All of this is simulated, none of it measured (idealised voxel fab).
This is a process module. Its name is voxel released beams.
Xsec cut, 205 nm wide, square cell size 5 nm.
Each cross-section below is a grid of square cells, stated as bands in top-down order, with one or more rows of cells making up each band.
Per band: top height and bottom height in nm, followed by the left-to-right materials and their widths in nm; "edge to edge" marks a single material spanning edge to edge, "blank" marks empty space.
A quick word on heights: they are counted from 0, and under that level the wafer as it came to us is one material throughout. The lowest band is different from the rest in having no bottom; it simply continues downward, written as in "0 -> down".
Width "30->40": first value at the band's top row of cells, second value at its bottom row, equal change from row to row.
Take "changes: none" at face value: in the step it is given for, the cross-section changed in none of its cells.
Voids not open to the top, 8 cells minimum: see "Voids, enclosed". Written width x height at distance; distance is from the left edge; nm.
after a step's settings: what the simulator itself notes on the step
overlay nm: right-of-plan distance of the mask on a masked step; negative values mean left-of-plan.

### Planned process steps
1) RECEIVE | material Si
2) CONFORMAL_DEP | material Al2O3 | thk nm 10
3) DIRECTIONAL_DEP | material SiO2 | thk nm 15
4) DIRECTIONAL_DEP | material aC | thk nm 10
5) PATTERN | tone open | mask id ANCHOR | material resist | width nm 30 | thk nm 30 | overlay nm 0
6) DIRECTIONAL_ETCH | etch materials aC | depth nm 10
7) STRIP | etch materials resist
8) DIRECTIONAL_ETCH | etch materials SiO2 | depth nm 15
9) STRIP | etch materials aC
10) CONFORMAL_DEP | material SiN | thk nm 10
11) PATTERN | tone cover | mask id BEAM | material resist | width nm 100 | thk nm 20 | overlay nm 0
12) DIRECTIONAL_ETCH | etch materials SiN | depth nm 10
13) STRIP | etch materials resist
14) STRIP | etch materials SiO2

### First wafer out of two, processed as planned

### Cross-section, incoming material, after step 1
- 0 -> down: Si edge to edge
- Voids, enclosed: none

### The wafer in cross-section once step 2 is complete
- 10 -> 0: Al2O3 edge to edge
- Anything lower than 0 is untouched.

### The wafer in cross-section once step 3 is complete
- 25 -> 10: SiO2 edge to edge
- Anything lower than 10 is untouched.

### The wafer in cross-section once step 4 is complete
- 35 -> 25: aC edge to edge
- Anything lower than 25 is untouched.

### The wafer in cross-section once step 5 is complete
- 65 -> 35: resist 55 nm, then blank 30 nm, then resist 120 nm
- Anything lower than 35 is untouched.

### The wafer in cross-section once step 6 is complete
- 55 -> 35: resist 55 nm, then blank 30 nm, then resist 120 nm
- 35 -> 25: aC 55 nm, then blank 30 nm, then aC 120 nm
- Anything lower than 25 is untouched.

### The wafer in cross-section once step 7 is complete
- 35 -> 25: aC 55 nm, then blank 30 nm, then aC 120 nm
- Anything lower than 25 is untouched.

### The wafer in cross-section once step 8 is complete
- 35 -> 25: aC 55 nm, then blank 30 nm, then aC 120 nm
- 25 -> 10: SiO2 55 nm, then blank 30 nm, then SiO2 120 nm
- Anything lower than 10 is untouched.

### The wafer in cross-section once step 9 is complete
- 25 -> 10: SiO2 55 nm, then blank 30 nm, then SiO2 120 nm
- Anything lower than 10 is untouched.

### The wafer in cross-section once step 10 is complete
- 35 -> 25: SiN 65 nm, then blank 10 nm, then SiN 130 nm
- 25 -> 20: SiO2 55 nm, then SiN 10 nm, then blank 10 nm, then SiN 10 nm, then SiO2 120 nm
- 20 -> 10: SiO2 55 nm, then SiN 30 nm, then SiO2 120 nm
- Anything lower than 10 is untouched.

### The wafer in cross-section once step 11 is complete
- 55 -> 35: blank 50 nm, then resist 100 nm, then blank 55 nm
- 35 -> 25: SiN 65 nm, then resist 10 nm, then SiN 130 nm
- 25 -> 20: SiO2 55 nm, then SiN 10 nm, then resist 10 nm, then SiN 10 nm, then SiO2 120 nm
- Anything lower than 20 is untouched.

### The wafer in cross-section once step 12 is complete
- 55 -> 35: blank 50 nm, then resist 100 nm, then blank 55 nm
- 35 -> 25: blank 50 nm, then SiN 15 nm, then resist 10 nm, then SiN 75 nm, then blank 55 nm
- Anything lower than 25 is untouched.

### The wafer in cross-section once step 13 is complete
- 35 -> 25: blank 50 nm, then SiN 15 nm, then blank 10 nm, then SiN 75 nm, then blank 55 nm
- 25 -> 20: SiO2 55 nm, then SiN 10 nm, then blank 10 nm, then SiN 10 nm, then SiO2 120 nm
- Anything lower than 20 is untouched.

### The wafer in cross-section once step 14 is complete
- 35 -> 25: blank 50 nm, then SiN 15 nm, then blank 10 nm, then SiN 75 nm, then blank 55 nm
- 25 -> 20: blank 55 nm, then SiN 10 nm, then blank 10 nm, then SiN 10 nm, then blank 120 nm
- 20 -> 10: blank 55 nm, then SiN 30 nm, then blank 120 nm
- Anything lower than 10 is untouched.

### The second wafer began exactly as the first did and followed the same plan, but one mistake was made while running it; through step 1 inclusive, the two wafers are identical

### Second wafer, sectioned view, at step 2's planned end time
- 10 -> 0: SiO2 edge to edge
- Anything lower than 0 is untouched.

### Second wafer, sectioned view, at step 3's planned end time
- 25 -> 0: SiO2 edge to edge
- Anything lower than 0 is untouched.

### Second wafer, sectioned view, at step 4's planned end time
- 35 -> 25: aC edge to edge
- Anything lower than 25 is untouched.

### Second wafer, sectioned view, at step 5's planned end time
- 65 -> 35: resist 55 nm, then blank 30 nm, then resist 120 nm
- Anything lower than 35 is untouched.

### Second wafer, sectioned view, at step 6's planned end time
- 55 -> 35: resist 55 nm, then blank 30 nm, then resist 120 nm
- 35 -> 25: aC 55 nm, then blank 30 nm, then aC 120 nm
- Anything lower than 25 is untouched.

### Second wafer, sectioned view, at step 7's planned end time
- 35 -> 25: aC 55 nm, then blank 30 nm, then aC 120 nm
- Anything lower than 25 is untouched.

### Second wafer, sectioned view, at step 8's planned end time
- 35 -> 25: aC 55 nm, then blank 30 nm, then aC 120 nm
- 25 -> 10: SiO2 55 nm, then blank 30 nm, then SiO2 120 nm
- Anything lower than 10 is untouched.

### Second wafer, sectioned view, at step 9's planned end time
- 25 -> 10: SiO2 55 nm, then blank 30 nm, then SiO2 120 nm
- Anything lower than 10 is untouched.

### Second wafer, sectioned view, at step 10's planned end time
- 35 -> 25: SiN 65 nm, then blank 10 nm, then SiN 130 nm
- 25 -> 20: SiO2 55 nm, then SiN 10 nm, then blank 10 nm, then SiN 10 nm, then SiO2 120 nm
- 20 -> 10: SiO2 55 nm, then SiN 30 nm, then SiO2 120 nm
- Anything lower than 10 is untouched.

### Second wafer, sectioned view, at step 11's planned end time
- 55 -> 35: blank 50 nm, then resist 100 nm, then blank 55 nm
- 35 -> 25: SiN 65 nm, then resist 10 nm, then SiN 130 nm
- 25 -> 20: SiO2 55 nm, then SiN 10 nm, then resist 10 nm, then SiN 10 nm, then SiO2 120 nm
- Anything lower than 20 is untouched.

### Second wafer, sectioned view, at step 12's planned end time
- 55 -> 35: blank 50 nm, then resist 100 nm, then blank 55 nm
- 35 -> 25: blank 50 nm, then SiN 15 nm, then resist 10 nm, then SiN 75 nm, then blank 55 nm
- Anything lower than 25 is untouched.

### Second wafer, sectioned view, at step 13's planned end time
- 35 -> 25: blank 50 nm, then SiN 15 nm, then blank 10 nm, then SiN 75 nm, then blank 55 nm
- 25 -> 20: SiO2 55 nm, then SiN 10 nm, then blank 10 nm, then SiN 10 nm, then SiO2 120 nm
- Anything lower than 20 is untouched.

### Second wafer, sectioned view, at step 14's planned end time
- 0 -> down: Si edge to edge
What broke from the plan during processing? the process deviated at step 2: the operation and settings actually run there were CONFORMAL_DEP | material SiO2 | thk nm 10
Per the end-of-run cell counts, the second wafer holds more or fewer of some materials than the first: Al2O3 -82 | SiN -52
